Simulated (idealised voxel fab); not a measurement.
Title: Process Module voxel tone inversion
FYI the section here is cut, 200 nm wide, cells are 5 nm squares.
A cross-section in this document is a grid of square cells, and it is written down as bands, the top band listed before the ones below it; a band is made up of one or more rows of cells.
Heads up on the band format: heights come first, top then bottom, in nm. After that it's the materials left to right, each with its width in nm. A single material flagged "edge to edge" fills the whole band edge to edge, and "air" means there's empty space there.
Height 0 is the level under which the wafer as received is all one material. The lowest band goes on downwards, as in "0 nm and below".
Width "30 to 40": first value at the band's top row of cells, second value at its bottom row, equal change from row to row.
Where the words "nothing got changed" appear for a step, the cross-section shows no cell changed by that step; every cell remained as before.
Empty spaces counting at least 8 cells and having no open way to the top are listed in "Sealed void list". The notation width x height at distance is used for each, the distance being from the left edge and all three values in nm.
Text after the settings on a step's line: the simulator's own remark on that step.
overlay nm: right-of-plan distance of the mask on a masked step; negative values mean left-of-plan.
-- Steps planned for the process
| 1 | RECEIVE, material Si |
| 2 | CONFORMAL_DEP, material SiN, thk nm 10 |
| 3 | DIRECTIONAL_DEP, material aC, thk nm 15 |
| 4 | PATTERN, tone cover, mask id POSTS, material resist, width nm 15, pitch nm 35, thk nm 20, overlay nm 0 |
| 5 | DIRECTIONAL_ETCH, etch materials aC, depth nm 15 |
| 6 | STRIP, etch materials resist |
| 7 | FILL_DEP, material SiO2, thk nm 10 |
| 8 | CMP, height nm 25 |
| 9 | STRIP, etch materials aC |
-- Of two wafers, the first: run according to plan
-- Wafer as received: cross-section following step 1
- 0 nm and below | Si edge to edge
- Sealed void list: none
-- After step 2, in cross-section
- 10 nm to 0 nm | SiN edge to edge
- Whatever lies below 0 is exactly as it was before.
-- After step 3, in cross-section
- 25 nm to 10 nm | aC edge to edge
- Whatever lies below 10 is exactly as it was before.
-- After step 4, in cross-section
- 45 nm to 25 nm | 55 air / 15 resist / 20 air / 15 resist / 20 air / 15 resist / 60 air
- Whatever lies below 25 is exactly as it was before.
-- After step 5, in cross-section
- 30 nm to 25 nm | 55 air / 15 resist / 20 air / 15 resist / 20 air / 15 resist / 60 air
- 25 nm to 10 nm | 55 air / 15 aC / 20 air / 15 aC / 20 air / 15 aC / 60 air
- Whatever lies below 10 is exactly as it was before.
-- After step 6, in cross-section
- 25 nm to 10 nm | 55 air / 15 aC / 20 air / 15 aC / 20 air / 15 aC / 60 air
- Whatever lies below 10 is exactly as it was before.
-- After step 7, in cross-section
- 35 nm to 25 nm | SiO2 edge to edge
- 25 nm to 10 nm | 55 SiO2 / 15 aC / 20 SiO2 / 15 aC / 20 SiO2 / 15 aC / 60 SiO2
- Whatever lies below 10 is exactly as it was before.
-- After step 8, in cross-section
- 25 nm to 10 nm | 55 SiO2 / 15 aC / 20 SiO2 / 15 aC / 20 SiO2 / 15 aC / 60 SiO2
- Whatever lies below 10 is exactly as it was before.
-- After step 9, in cross-section
- 25 nm to 10 nm | 55 SiO2 / 15 air / 20 SiO2 / 15 air / 20 SiO2 / 15 air / 60 SiO2
- Whatever lies below 10 is exactly as it was before.
-- The second wafer began exactly as the first did and followed the same plan, but one mistake was made while running it; through step 1 inclusive, the two wafers are identical
-- Here is the second wafer in cross-section at the point where step 2 of the plan should have been done
- 15 nm to 0 nm | SiN edge to edge
- Whatever lies below 0 is exactly as it was before.
-- Here is the second wafer in cross-section at the point where step 3 of the plan should have been done
- 30 nm to 15 nm | aC edge to edge
- Whatever lies below 15 is exactly as it was before.
-- Here is the second wafer in cross-section at the point where step 4 of the plan should have been done
- 50 nm to 30 nm | 55 air / 15 resist / 20 air / 15 resist / 20 air / 15 resist / 60 air
- Whatever lies below 30 is exactly as it was before.
-- Here is the second wafer in cross-section at the point where step 5 of the plan should have been done
- 35 nm to 30 nm | 55 air / 15 resist / 20 air / 15 resist / 20 air / 15 resist / 60 air
- 30 nm to 15 nm | 55 air / 15 aC / 20 air / 15 aC / 20 air / 15 aC / 60 air
- Whatever lies below 15 is exactly as it was before.
-- Here is the second wafer in cross-section at the point where step 6 of the plan should have been done
- 30 nm to 15 nm | 55 air / 15 aC / 20 air / 15 aC / 20 air / 15 aC / 60 air
- Whatever lies below 15 is exactly as it was before.
-- Here is the second wafer in cross-section at the point where step 7 of the plan should have been done
- 40 nm to 30 nm | SiO2 edge to edge
- 30 nm to 15 nm | 55 SiO2 / 15 aC / 20 SiO2 / 15 aC / 20 SiO2 / 15 aC / 60 SiO2
- Whatever lies below 15 is exactly as it was before.
-- Here is the second wafer in cross-section at the point where step 8 of the plan should have been done
- 25 nm to 15 nm | 55 SiO2 / 15 aC / 20 SiO2 / 15 aC / 20 SiO2 / 15 aC / 60 SiO2
- Whatever lies below 15 is exactly as it was before.
-- Here is the second wafer in cross-section at the point where step 9 of the plan should have been done
- 25 nm to 15 nm | 55 SiO2 / 15 air / 20 SiO2 / 15 air / 20 SiO2 / 15 air / 60 SiO2
- Whatever lies below 15 is exactly as it was before.
Plan not followed: step 2 did not happen as planned, as run it was CONFORMAL_DEP, material SiN, thk nm 15
End check, counted in cells, second wafer has more or fewer of these materials than the first: SiN: 40 more; SiO2: 31 fewer
